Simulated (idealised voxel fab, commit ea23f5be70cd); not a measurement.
process module | voxel self aligned vias
cross-section cut | 245 nm wide | cells 5 nm
A cross-section is a grid of square cells, given in bands from the top down. A band is one or more rows of cells.
Each band's line starts with the height of the band's top and of its bottom, in nm. Then come its materials from left to right, each with its width in nm. One material with "throughout" fills the band from edge to edge. "air" is empty space.
Height 0 is the level under which the wafer as received is all one material. The lowest band goes on downwards, as in "0 down".
A width such as "30 to 40" changes by the same amount from each row of cells to the next, from the band's top row to its bottom row.
"no change" after a step means that no cell of the cross-section changed.
closed voids: empty space of 8 cells or more with no open way to the top, each as width x height at its distance from the left edge, in nm
after a step's settings: what the simulator itself notes on the step
overlay nm, on a step with a mask: how far to the right of its planned place the mask lay; to the left if negative
plan
1 op RECEIVE | material Si
2 op CONFORMAL_DEP | material SiO2 | thk nm 10
3 op CONFORMAL_DEP | material SiCN | thk nm 5
4 op DIRECTIONAL_DEP | material lowk | thk nm 30
5 op MASKED_ETCH | tone open | mask id LINES | width nm 25 | pitch nm 50 | etch materials lowk | depth nm 30 | overlay nm 0
6 op CONFORMAL_DEP | material TiN | thk nm 5
7 op FILL_DEP | material Ru | thk nm 5
8 op CMP | height nm 45
9 op SELECTIVE_ETCH | etch materials W Ru TiN | depth nm 5
10 op FILL_DEP | material SiN | thk nm 10
11 op CMP | height nm 45
12 op DIRECTIONAL_DEP | material lowk | thk nm 20
13 op DIRECTIONAL_DEP | material aC | thk nm 10
14 op PATTERN | tone open | mask id VIAS | material resist | width nm 35 | pitch nm 50 | thk nm 25 | overlay nm 0
15 op DIRECTIONAL_ETCH | etch materials aC | depth nm 10
16 op STRIP | etch materials resist
17 op DIRECTIONAL_ETCH | etch materials lowk | depth nm 20
18 op DIRECTIONAL_ETCH | etch materials SiN | depth nm 5
19 op STRIP | etch materials aC
20 op CONFORMAL_DEP | material TiN | thk nm 5
21 op FILL_DEP | material Ru | thk nm 10
22 op CMP | height nm 65
23 op CONFORMAL_DEP | material SiCN | thk nm 5
as received, after step 1
  0 down: Si throughout
  closed voids: none
first wafer at the end, as planned
  70 to 65: SiCN throughout
  65 to 50: lowk 80 | TiN 5 | Ru 25 | TiN 5 | lowk 15 | TiN 5 | Ru 25 | TiN 5 | lowk 80
  50 to 45: lowk 80 | TiN 10 | Ru 15 | TiN 10 | lowk 15 | TiN 10 | Ru 15 | TiN 10 | lowk 80
  45 to 40: lowk 85 | TiN 25 | lowk 25 | TiN 25 | lowk 85
  40 to 20: lowk 85 | TiN 5 | Ru 15 | TiN 5 | lowk 25 | TiN 5 | Ru 15 | TiN 5 | lowk 85
  20 to 15: lowk 85 | TiN 25 | lowk 25 | TiN 25 | lowk 85
  15 to 10: SiCN throughout
  10 to 0: SiO2 throughout
  0 down: Si throughout
  closed voids: none
second wafer at the end: like start, like plan, one mistake
  70 to 65: SiCN throughout
  65 to 45: lowk 85 | TiN 5 | Ru 15 | TiN 5 | lowk 25 | TiN 5 | Ru 15 | TiN 5 | lowk 85
  45 to 40: lowk 85 | TiN 25 | lowk 25 | TiN 25 | lowk 85
  40 to 20: lowk 85 | TiN 5 | Ru 15 | TiN 5 | lowk 25 | TiN 5 | Ru 15 | TiN 5 | lowk 85
  20 to 15: lowk 85 | TiN 25 | lowk 25 | TiN 25 | lowk 85
  15 to 10: SiCN throughout
  10 to 0: SiO2 throughout
  0 down: Si throughout
  closed voids: none
what went wrong: step 14 ran as: op PATTERN | tone open | mask id VIAS | material resist | width nm 25 | pitch nm 50 | thk nm 25 | overlay nm 0
at the end the second wafer has, in cells: 12 fewer of Ru | 4 fewer of TiN | 16 more of lowk
